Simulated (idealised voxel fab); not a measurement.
Process module name: voxel transistor to metal
170 nm wide, 5 nm square cells: that's cross-section cut.
The cross-sections in this document take the form of a grid made of square cells. They are written out as bands, in order from top to bottom. Each band consists of one or more rows of cells.
Read a band's entry like this: the first values are the height of its top and the height of its bottom in nm, and what follows is the sequence of materials from left to right, each with its width in nm. Note that "blank" is empty space, and that a single material marked "all across" reaches across the band from edge to edge.
Convention: height 0 is the level below which the wafer, as received, is all one material. The lowest band does not terminate at the bottom but continues downward, represented as "from 0 down".
Graded width ("30 to 40"): value in top row of band = first number; value in bottom row = second number; row-to-row change constant.
"left unchanged" (step): cross-section cells unchanged, all of them.
"Closed internal cavities" specifies each empty space that is not open to the top and that occupies no fewer than 8 cells, using the form width x height at distance, the distance measured from the left edge and all three quantities in nm.
The remark found on a step's line after its settings is issued by the simulator itself and pertains to that step.
The "overlay nm" setting may appear on a step's line; for a step that uses a mask, it gives how far to the right of its planned position the mask lay, and a negative value indicates the left.
These are the steps we planned for the process
1 op RECEIVE | material Si
2 op OXIDIZE | depth nm 5
3 op CONFORMAL_DEP | material SiN | thk nm 15
4 op PATTERN | tone cover | mask id ACTIVE | material resist | width nm 100 | thk nm 15 | overlay nm 0
5 op DIRECTIONAL_ETCH | etch materials SiN | depth nm 15
6 op DIRECTIONAL_ETCH | etch materials SiO2 | depth nm 5
7 op DIRECTIONAL_ETCH | etch materials Si | depth nm 25
8 op STRIP | etch materials resist
9 op OXIDIZE | depth nm 5
10 op FILL_DEP | material SiO2 | thk nm 5
11 op CMP | height nm 15
12 op SELECTIVE_ETCH | etch materials SiO2 | depth nm 5
13 op STRIP | etch materials SiN
14 op SELECTIVE_ETCH | etch materials SiO2 | depth nm 5
15 op OXIDIZE | depth nm 5
16 op DIRECTIONAL_DEP | material polySi | thk nm 30
17 op DIRECTIONAL_DEP | material SiCN | thk nm 10
18 op PATTERN | tone cover | mask id GATE | material resist | width nm 20 | thk nm 15 | overlay nm 0
19 op DIRECTIONAL_ETCH | etch materials SiCN | depth nm 20
20 op DIRECTIONAL_ETCH | etch materials polySi | depth nm 40
21 op STRIP | etch materials resist
22 op CONFORMAL_DEP | material SiO2 | thk nm 5
23 op DIRECTIONAL_ETCH | etch materials SiO2 | depth nm 5
24 op CONFORMAL_DEP | material SiN | thk nm 5
25 op DIRECTIONAL_ETCH | etch materials SiN | depth nm 5
26 op DIRECTIONAL_ETCH | etch materials SiO2 | depth nm 5
27 op DIRECTIONAL_ETCH | etch materials Si | depth nm 5
28 op EPI | material pSi | thk nm 5
29 op FILL_DEP | material SiO2 | thk nm 10
30 op CMP | height nm 35
31 op DIRECTIONAL_DEP | material SiO2 | thk nm 15
32 op MASKED_ETCH | tone open | mask id CONTACT | width nm 30 | pitch nm 60 | etch materials SiO2 | depth nm 60 | overlay nm 0
33 op CONFORMAL_DEP | material TiN | thk nm 5
34 op FILL_DEP | material W | thk nm 5
35 op CMP | height nm 50
36 op CONFORMAL_DEP | material SiN | thk nm 5
37 op DIRECTIONAL_DEP | material SiO2 | thk nm 15
38 op DIRECTIONAL_DEP | material aC | thk nm 15
39 op PATTERN | tone open | mask id METAL_1 | material resist | width nm 20 | pitch nm 70 | thk nm 30 | overlay nm 0
40 op DIRECTIONAL_ETCH | etch materials aC | depth nm 15
41 op STRIP | etch materials resist
42 op DIRECTIONAL_ETCH | etch materials SiO2 | depth nm 15
43 op DIRECTIONAL_ETCH | etch materials SiN | depth nm 5
44 op STRIP | etch materials aC
45 op CONFORMAL_DEP | material TiN | thk nm 5
46 op FILL_DEP | material Cu | thk nm 5
47 op CMP | height nm 70
48 op CONFORMAL_DEP | material SiN | thk nm 5
Incoming wafer, cross-sectional view, post step 1
> from 0 down  Si all across
> Closed internal cavities: none
The cross-section shown corresponds to the wafer at the conclusion of the module. The initial structure and the process plan are those presented above; however, one mistake occurred in executing the plan
> from 75 to 70  SiN all across
> from 70 to 55  40 of SiO2 | 5 of TiN | 10 of Cu | 5 of TiN | 50 of SiO2 | 5 of TiN | 10 of Cu | 5 of TiN | 40 of SiO2
> from 55 to 50  40 of SiN | 20 of TiN | 50 of SiN | 20 of TiN | 40 of SiN
> from 50 to 40  40 of SiO2 | 5 of TiN | 20 of W | 5 of TiN | 30 of SiO2 | 5 of TiN | 20 of W | 5 of TiN | 40 of SiO2
> from 40 to 35  40 of SiO2 | 5 of TiN | 15 of W | 10 of TiN | 30 of SiO2 | 10 of TiN | 15 of W | 5 of TiN | 40 of SiO2
> from 35 to 25  40 of SiO2 | 5 of TiN | 15 of W | 5 of TiN | 5 of SiN | 5 of SiO2 | 20 of SiCN | 5 of SiO2 | 5 of SiN | 5 of TiN | 15 of W | 5 of TiN | 40 of SiO2
> from 25 to 10  40 of SiO2 | 5 of TiN | 15 of W | 5 of TiN | 5 of SiN | 5 of SiO2 | 20 of polySi | 5 of SiO2 | 5 of SiN | 5 of TiN | 15 of W | 5 of TiN | 40 of SiO2
> from 10 to 5  40 of SiO2 | 25 of TiN | 5 of SiN | 5 of SiO2 | 20 of polySi | 5 of SiO2 | 5 of SiN | 25 of TiN | 40 of SiO2
> from 5 to -5  35 of SiO2 | 5 of SiN | 25 of SiO2 | 5 of SiN | 5 of SiO2 | 20 of polySi | 5 of SiO2 | 5 of SiN | 25 of SiO2 | 5 of SiN | 35 of SiO2
> from -5 to -10  60 of SiO2 | 5 of pSi | 40 of SiO2 | 5 of pSi | 60 of SiO2
> from -10 to -15  40 of SiO2 | 25 of pSi | 40 of Si | 25 of pSi | 40 of SiO2
> from -15 to -35  40 of SiO2 | 90 of Si | 40 of SiO2
> from -35 down  Si all across
> Closed internal cavities: none
Finding, execution versus plan: step 31 of the plan was twice carried out
